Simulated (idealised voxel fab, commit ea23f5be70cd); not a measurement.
process module | voxel capacitor over wiring
cross-section cut | 285 nm wide | cells 5 nm
A cross-section is a grid of square cells, given in bands from the top down. A band is one or more rows of cells.
Each band's line starts with the height of the band's top and of its bottom, in nm. Then come its materials from left to right, each with its width in nm. One material with "throughout" fills the band from edge to edge. "air" is empty space.
Height 0 is the level under which the wafer as received is all one material. The lowest band goes on downwards, as in "0 down".
A width such as "30 to 40" changes by the same amount from each row of cells to the next, from the band's top row to its bottom row.
"no change" after a step means that no cell of the cross-section changed.
closed voids: empty space of 8 cells or more with no open way to the top, each as width x height at its distance from the left edge, in nm
after a step's settings: what the simulator itself notes on the step
overlay nm, on a step with a mask: how far to the right of its planned place the mask lay; to the left if negative
plan
1 op RECEIVE | material Si
2 op CONFORMAL_DEP | material SiO2 | thk nm 10
3 op CONFORMAL_DEP | material SiN | thk nm 5
4 op DIRECTIONAL_DEP | material SiO2 | thk nm 20
5 op MASKED_ETCH | tone open | mask id METAL_1 | width nm 30 | pitch nm 80 | etch materials SiO2 | depth nm 20 | overlay nm 0
6 op MASKED_ETCH | tone open | mask id METAL_1 | width nm 30 | pitch nm 80 | etch materials SiN | depth nm 5 | overlay nm 0
7 op CONFORMAL_DEP | material TiN | thk nm 5
8 op FILL_DEP | material W | thk nm 10
9 op CMP | height nm 35
10 op CONFORMAL_DEP | material SiCN | thk nm 5
11 op DIRECTIONAL_DEP | material lowk | thk nm 20
12 op PATTERN | tone open | mask id PLUG_1 | material resist | width nm 15 | thk nm 20 | overlay nm 0
13 op DIRECTIONAL_ETCH | etch materials lowk | depth nm 20
14 op DIRECTIONAL_ETCH | etch materials SiCN | depth nm 5
15 op STRIP | etch materials resist
16 op CONFORMAL_DEP | material TiN | thk nm 5
17 op FILL_DEP | material Cu | thk nm 10
18 op CMP | height nm 60
19 op DIRECTIONAL_DEP | material TiN | thk nm 5
20 op DIRECTIONAL_DEP | material SiN | thk nm 5
21 op DIRECTIONAL_DEP | material TiN | thk nm 10
22 op MASKED_ETCH | tone cover | mask id UPPER_PLATE | width nm 55 | etch materials TiN | depth nm 10 | overlay nm 0
23 op MASKED_ETCH | tone cover | mask id UPPER_PLATE | width nm 55 | etch materials SiN | depth nm 5 | overlay nm 0
24 op DIRECTIONAL_DEP | material aC | thk nm 10
25 op PATTERN | tone cover | mask id LOWER_PLATE | material resist | width nm 65 | thk nm 30 | overlay nm 0
26 op DIRECTIONAL_ETCH | etch materials aC | depth nm 10
27 op STRIP | etch materials resist
28 op DIRECTIONAL_ETCH | etch materials TiN | depth nm 5
29 op STRIP | etch materials aC
30 op FILL_DEP | material SiO2 | thk nm 15
31 op CMP | height nm 90
32 op MASKED_ETCH | tone open | mask id PLUG_2 | width nm 15 | etch materials SiO2 | depth nm 10 | overlay nm 0
33 op CONFORMAL_DEP | material TiN | thk nm 5
34 op FILL_DEP | material Ru | thk nm 5
35 op CMP | height nm 90
36 op CONFORMAL_DEP | material SiN | thk nm 5
first wafer, as planned
as received, after step 1
  0 down: Si throughout
  closed voids: none
after step 2
  10 to 0: SiO2 throughout
  below 0: unchanged
after step 3
  15 to 10: SiN throughout
  below 10: unchanged
after step 4
  35 to 15: SiO2 throughout
  below 15: unchanged
after step 5
  35 to 15: SiO2 85 | air 30 | SiO2 50 | air 30 | SiO2 90
  below 15: unchanged
after step 6
  35 to 15: SiO2 85 | air 30 | SiO2 50 | air 30 | SiO2 90
  15 to 10: SiN 85 | air 30 | SiN 50 | air 30 | SiN 90
  below 10: unchanged
after step 7
  40 to 35: TiN 90 | air 20 | TiN 60 | air 20 | TiN 95
  35 to 15: SiO2 85 | TiN 5 | air 20 | TiN 5 | SiO2 50 | TiN 5 | air 20 | TiN 5 | SiO2 90
  15 to 10: SiN 85 | TiN 30 | SiN 50 | TiN 30 | SiN 90
  below 10: unchanged
after step 8
  50 to 40: W throughout
  40 to 35: TiN 90 | W 20 | TiN 60 | W 20 | TiN 95
  35 to 15: SiO2 85 | TiN 5 | W 20 | TiN 5 | SiO2 50 | TiN 5 | W 20 | TiN 5 | SiO2 90
  below 15: unchanged
after step 9
  35 to 15: SiO2 85 | TiN 5 | W 20 | TiN 5 | SiO2 50 | TiN 5 | W 20 | TiN 5 | SiO2 90
  below 15: unchanged
after step 10
  40 to 35: SiCN throughout
  below 35: unchanged
after step 11
  60 to 40: lowk throughout
  below 40: unchanged
after step 12
  80 to 60: resist 100 | air 15 | resist 170
  below 60: unchanged
after step 13
  80 to 60: resist 100 | air 15 | resist 170
  60 to 40: lowk 100 | air 15 | lowk 170
  below 40: unchanged
after step 14
  80 to 60: resist 100 | air 15 | resist 170
  60 to 40: lowk 100 | air 15 | lowk 170
  40 to 35: SiCN 100 | air 15 | SiCN 170
  below 35: unchanged
after step 15
  60 to 40: lowk 100 | air 15 | lowk 170
  below 40: unchanged
after step 16
  65 to 60: TiN 105 | air 5 | TiN 175
  60 to 40: lowk 100 | TiN 5 | air 5 | TiN 5 | lowk 170
  40 to 35: SiCN 100 | TiN 15 | SiCN 170
  below 35: unchanged
after step 17
  75 to 65: Cu throughout
  65 to 60: TiN 105 | Cu 5 | TiN 175
  60 to 40: lowk 100 | TiN 5 | Cu 5 | TiN 5 | lowk 170
  below 40: unchanged
after step 18
  60 to 40: lowk 100 | TiN 5 | Cu 5 | TiN 5 | lowk 170
  below 40: unchanged
after step 19
  65 to 60: TiN throughout
  below 60: unchanged
after step 20
  70 to 65: SiN throughout
  below 65: unchanged
after step 21
  80 to 70: TiN throughout
  below 70: unchanged
after step 22
  80 to 70: air 100 | TiN 55 | air 130
  below 70: unchanged
after step 23
  80 to 70: air 100 | TiN 55 | air 130
  70 to 65: air 100 | SiN 55 | air 130
  below 65: unchanged
after step 24
  90 to 80: air 100 | aC 55 | air 130
  80 to 75: air 100 | TiN 55 | air 130
  75 to 70: aC 100 | TiN 55 | aC 130
  70 to 65: aC 100 | SiN 55 | aC 130
  below 65: unchanged
after step 25
  120 to 90: air 95 | resist 65 | air 125
  90 to 80: air 95 | resist 5 | aC 55 | resist 5 | air 125
  80 to 75: air 95 | resist 5 | TiN 55 | resist 5 | air 125
  below 75: unchanged
after step 26
  110 to 90: air 95 | resist 65 | air 125
  90 to 80: air 95 | resist 5 | aC 55 | resist 5 | air 125
  80 to 75: air 95 | resist 5 | TiN 55 | resist 5 | air 125
  75 to 70: air 95 | aC 5 | TiN 55 | aC 5 | air 125
  70 to 65: air 95 | aC 5 | SiN 55 | aC 5 | air 125
  below 65: unchanged
after step 27
  90 to 80: air 100 | aC 55 | air 130
  80 to 75: air 100 | TiN 55 | air 130
  below 75: unchanged
after step 28
  90 to 80: air 100 | aC 55 | air 130
  80 to 75: air 100 | TiN 55 | air 130
  75 to 70: air 95 | aC 5 | TiN 55 | aC 5 | air 125
  70 to 65: air 95 | aC 5 | SiN 55 | aC 5 | air 125
  65 to 60: air 95 | TiN 65 | air 125
  below 60: unchanged
after step 29
  80 to 70: air 100 | TiN 55 | air 130
  70 to 65: air 100 | SiN 55 | air 130
  below 65: unchanged
after step 30
  95 to 80: SiO2 throughout
  80 to 70: SiO2 100 | TiN 55 | SiO2 130
  70 to 65: SiO2 100 | SiN 55 | SiO2 130
  65 to 60: SiO2 95 | TiN 65 | SiO2 125
  below 60: unchanged
after step 31
  90 to 80: SiO2 throughout
  below 80: unchanged
after step 32
  90 to 80: SiO2 110 | air 15 | SiO2 160
  below 80: unchanged
after step 33
  95 to 90: TiN 115 | air 5 | TiN 165
  90 to 85: SiO2 110 | TiN 5 | air 5 | TiN 5 | SiO2 160
  85 to 80: SiO2 110 | TiN 15 | SiO2 160
  below 80: unchanged
after step 34
  100 to 95: Ru throughout
  95 to 90: TiN 115 | Ru 5 | TiN 165
  90 to 85: SiO2 110 | TiN 5 | Ru 5 | TiN 5 | SiO2 160
  below 85: unchanged
after step 35
  90 to 85: SiO2 110 | TiN 5 | Ru 5 | TiN 5 | SiO2 160
  below 85: unchanged
after step 36
  95 to 90: SiN throughout
  below 90: unchanged
second wafer: like start, like plan, one mistake. Through step 11 it matches the first wafer
when step 12 should have ended
  80 to 60: resist 100 | air 20 | resist 165
  below 60: unchanged
when step 13 should have ended
  80 to 60: resist 100 | air 20 | resist 165
  60 to 40: lowk 100 | air 20 | lowk 165
  below 40: unchanged
when step 14 should have ended
  80 to 60: resist 100 | air 20 | resist 165
  60 to 40: lowk 100 | air 20 | lowk 165
  40 to 35: SiCN 100 | air 20 | SiCN 165
  below 35: unchanged
when step 15 should have ended
  60 to 40: lowk 100 | air 20 | lowk 165
  below 40: unchanged
when step 16 should have ended
  65 to 60: TiN 105 | air 10 | TiN 170
  60 to 40: lowk 100 | TiN 5 | air 10 | TiN 5 | lowk 165
  40 to 35: SiCN 100 | TiN 20 | SiCN 165
  below 35: unchanged
when step 17 should have ended
  75 to 65: Cu throughout
  65 to 60: TiN 105 | Cu 10 | TiN 170
  60 to 40: lowk 100 | TiN 5 | Cu 10 | TiN 5 | lowk 165
  below 40: unchanged
when step 18 should have ended
  60 to 40: lowk 100 | TiN 5 | Cu 10 | TiN 5 | lowk 165
  below 40: unchanged
when step 19 should have ended
  65 to 60: TiN throughout
  below 60: unchanged
when step 20 should have ended
  70 to 65: SiN throughout
  below 65: unchanged
when step 21 should have ended
  80 to 70: TiN throughout
  below 70: unchanged
when step 22 should have ended
  80 to 70: air 100 | TiN 55 | air 130
  below 70: unchanged
when step 23 should have ended
  80 to 70: air 100 | TiN 55 | air 130
  70 to 65: air 100 | SiN 55 | air 130
  below 65: unchanged
when step 24 should have ended
  90 to 80: air 100 | aC 55 | air 130
  80 to 75: air 100 | TiN 55 | air 130
  75 to 70: aC 100 | TiN 55 | aC 130
  70 to 65: aC 100 | SiN 55 | aC 130
  below 65: unchanged
when step 25 should have ended
  120 to 90: air 95 | resist 65 | air 125
  90 to 80: air 95 | resist 5 | aC 55 | resist 5 | air 125
  80 to 75: air 95 | resist 5 | TiN 55 | resist 5 | air 125
  below 75: unchanged
when step 26 should have ended
  110 to 90: air 95 | resist 65 | air 125
  90 to 80: air 95 | resist 5 | aC 55 | resist 5 | air 125
  80 to 75: air 95 | resist 5 | TiN 55 | resist 5 | air 125
  75 to 70: air 95 | aC 5 | TiN 55 | aC 5 | air 125
  70 to 65: air 95 | aC 5 | SiN 55 | aC 5 | air 125
  below 65: unchanged
when step 27 should have ended
  90 to 80: air 100 | aC 55 | air 130
  80 to 75: air 100 | TiN 55 | air 130
  below 75: unchanged
when step 28 should have ended
  90 to 80: air 100 | aC 55 | air 130
  80 to 75: air 100 | TiN 55 | air 130
  75 to 70: air 95 | aC 5 | TiN 55 | aC 5 | air 125
  70 to 65: air 95 | aC 5 | SiN 55 | aC 5 | air 125
  65 to 60: air 95 | TiN 65 | air 125
  below 60: unchanged
when step 29 should have ended
  80 to 70: air 100 | TiN 55 | air 130
  70 to 65: air 100 | SiN 55 | air 130
  below 65: unchanged
when step 30 should have ended
  95 to 80: SiO2 throughout
  80 to 70: SiO2 100 | TiN 55 | SiO2 130
  70 to 65: SiO2 100 | SiN 55 | SiO2 130
  65 to 60: SiO2 95 | TiN 65 | SiO2 125
  below 60: unchanged
when step 31 should have ended
  90 to 80: SiO2 throughout
  below 80: unchanged
when step 32 should have ended
  90 to 80: SiO2 110 | air 15 | SiO2 160
  below 80: unchanged
when step 33 should have ended
  95 to 90: TiN 115 | air 5 | TiN 165
  90 to 85: SiO2 110 | TiN 5 | air 5 | TiN 5 | SiO2 160
  85 to 80: SiO2 110 | TiN 15 | SiO2 160
  below 80: unchanged
when step 34 should have ended
  100 to 95: Ru throughout
  95 to 90: TiN 115 | Ru 5 | TiN 165
  90 to 85: SiO2 110 | TiN 5 | Ru 5 | TiN 5 | SiO2 160
  below 85: unchanged
when step 35 should have ended
  90 to 85: SiO2 110 | TiN 5 | Ru 5 | TiN 5 | SiO2 160
  below 85: unchanged
when step 36 should have ended
  95 to 90: SiN throughout
  below 90: unchanged
what went wrong: step 12 ran as: op PATTERN | tone open | mask id PLUG_1 | material resist | width nm 20 | thk nm 20 | overlay nm 0
at the end the second wafer has, in cells: 4 more of Cu | 1 fewer of SiCN | 1 more of TiN | 4 fewer of lowk
